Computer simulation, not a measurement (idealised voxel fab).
A process module follows: voxel gate over fins.
This is section cut - it's 225 nm across, gridded in 5 nm square cells.
Notation: cross-section as square-cell grid; stated in bands, top first, going down; one or more cell rows per band.
Each band's line starts with the height of the band's top and of its bottom, in nm. Then come its materials from left to right, each with its width in nm. One material with "edge to edge" fills the band from edge to edge. "empty" is empty space.
The level at which height equals 0 is the one under which the wafer, as it arrives, is entirely one material. No lower edge exists for the bottom band, which continues downward and is notated as in "0 nm and below".
Note: "30 to 40" means the width goes from the first number (top row of the band) to the second number (bottom row) in equal steps per row of cells.
"no change occurred" (step): cross-section cells unchanged, all of them.
What "Enclosed cavity list" gives you is every empty space of 8 cells or more that is cut off from the top. Each appears as width x height at distance, with the distance taken from the left edge and width, height and distance all in nm.
Step line, after settings: the simulator's comment on this step.
"overlay nm" answers the question of how far to the right of plan the mask lay on a step that has a mask, and when it is negative the answer is to the left.

[These are the steps we planned for the process]
1: RECEIVE | material Si
2: CONFORMAL_DEP | material SiN | thk nm 10
3: DIRECTIONAL_DEP | material aC | thk nm 15
4: PATTERN | tone cover | mask id FINS | material resist | width nm 15 | pitch nm 35 | thk nm 30 | overlay nm 0
5: DIRECTIONAL_ETCH | etch materials aC | depth nm 15
6: STRIP | etch materials resist
7: DIRECTIONAL_ETCH | etch materials SiN | depth nm 10
8: DIRECTIONAL_ETCH | etch materials Si | depth nm 40
9: STRIP | etch materials aC
10: OXIDIZE | depth nm 5
11: FILL_DEP | material SiO2 | thk nm 10
12: CMP | height nm 10
13: SELECTIVE_ETCH | etch materials SiO2 | depth nm 20
14: STRIP | etch materials SiN
15: CONFORMAL_DEP | material HfO2 | thk nm 5
16: CONFORMAL_DEP | material TiN | thk nm 5
17: CONFORMAL_DEP | material TiAl | thk nm 5
18: CONFORMAL_DEP | material TiN | thk nm 5
19: FILL_DEP | material W | thk nm 10
20: CMP | height nm 25
21: CONFORMAL_DEP | material SiN | thk nm 10

[Cross-section of the wafer upon arrival, representing the state reached after step 1]
- 0 nm and below: Si edge to edge
- Enclosed cavity list: none

[First wafer of two, sectioned at end of module; run went per plan]
- 35 nm to 25 nm: SiN edge to edge
- 25 nm to 20 nm: W edge to edge
- 20 nm to 15 nm: W 35; TiN 150; W 40
- 15 nm to 10 nm: W 35; TiN 5; TiAl 140; TiN 5; W 40
- 10 nm to 5 nm: TiN 40; TiAl 5; TiN 25; TiAl 10; TiN 25; TiAl 10; TiN 25; TiAl 10; TiN 25; TiAl 5; TiN 45
- 5 nm to 0 nm: TiAl 45; TiN 5; HfO2 15; TiN 5; TiAl 10; TiN 5; HfO2 15; TiN 5; TiAl 10; TiN 5; HfO2 15; TiN 5; TiAl 10; TiN 5; HfO2 15; TiN 5; TiAl 50
- 0 nm to -5 nm: TiN 50; HfO2 5; Si 5; HfO2 5; TiN 20; HfO2 5; Si 5; HfO2 5; TiN 20; HfO2 5; Si 5; HfO2 5; TiN 20; HfO2 5; Si 5; HfO2 5; TiN 55
- -5 nm to -10 nm: HfO2 55; Si 5; HfO2 30; Si 5; HfO2 30; Si 5; HfO2 30; Si 5; HfO2 60
- -10 nm to -45 nm: SiO2 55; Si 5; SiO2 30; Si 5; SiO2 30; Si 5; SiO2 30; Si 5; SiO2 60
- -45 nm and below: Si edge to edge
- Enclosed cavity list: none

[Cross-sectional image of the second wafer of the two following completion of the module. Starting state and process plan were the same as for the first wafer; one execution error occurred]
- 35 nm to 25 nm: SiN edge to edge
- 25 nm to 20 nm: W edge to edge
- 20 nm to 15 nm: W 35; TiN 150; W 40
- 15 nm to 10 nm: W 35; TiN 5; TiAl 140; TiN 5; W 40
- 10 nm to 5 nm: W 35; TiN 5; TiAl 5; TiN 25; TiAl 10; TiN 25; TiAl 10; TiN 25; TiAl 10; TiN 25; TiAl 5; TiN 5; W 40
- 5 nm to 0 nm: W 35; TiN 5; TiAl 5; TiN 5; HfO2 15; TiN 5; TiAl 10; TiN 5; HfO2 15; TiN 5; TiAl 10; TiN 5; HfO2 15; TiN 5; TiAl 10; TiN 5; HfO2 15; TiN 5; TiAl 5; TiN 5; W 40
- 0 nm to -10 nm: W 35; TiN 5; TiAl 5; TiN 5; HfO2 5; Si 5; HfO2 5; TiN 5; TiAl 10; TiN 5; HfO2 5; Si 5; HfO2 5; TiN 5; TiAl 10; TiN 5; HfO2 5; Si 5; HfO2 5; TiN 5; TiAl 10; TiN 5; HfO2 5; Si 5; HfO2 5; TiN 5; TiAl 5; TiN 5; W 40
- -10 nm to -15 nm: TiN 40; TiAl 5; TiN 5; HfO2 5; Si 5; HfO2 5; TiN 5; TiAl 10; TiN 5; HfO2 5; Si 5; HfO2 5; TiN 5; TiAl 10; TiN 5; HfO2 5; Si 5; HfO2 5; TiN 5; TiAl 10; TiN 5; HfO2 5; Si 5; HfO2 5; TiN 5; TiAl 5; TiN 45
- -15 nm to -20 nm: TiAl 45; TiN 5; HfO2 5; Si 5; HfO2 5; TiN 5; TiAl 10; TiN 5; HfO2 5; Si 5; HfO2 5; TiN 5; TiAl 10; TiN 5; HfO2 5; Si 5; HfO2 5; TiN 5; TiAl 10; TiN 5; HfO2 5; Si 5; HfO2 5; TiN 5; TiAl 50
- -20 nm to -25 nm: TiN 50; HfO2 5; Si 5; HfO2 5; TiN 20; HfO2 5; Si 5; HfO2 5; TiN 20; HfO2 5; Si 5; HfO2 5; TiN 20; HfO2 5; Si 5; HfO2 5; TiN 55
- -25 nm to -30 nm: HfO2 55; Si 5; HfO2 30; Si 5; HfO2 30; Si 5; HfO2 30; Si 5; HfO2 60
- -30 nm to -45 nm: SiO2 55; Si 5; SiO2 30; Si 5; SiO2 30; Si 5; SiO2 30; Si 5; SiO2 60
- -45 nm and below: Si edge to edge
- Enclosed cavity list: none
Against the plan, the run slipped here: yeah, plan step 13 got run twice
The closing comparison, in cells, has the second wafer with more or fewer of some materials than the first: +32 HfO2, -164 SiO2, +32 TiAl, +40 TiN, +60 W
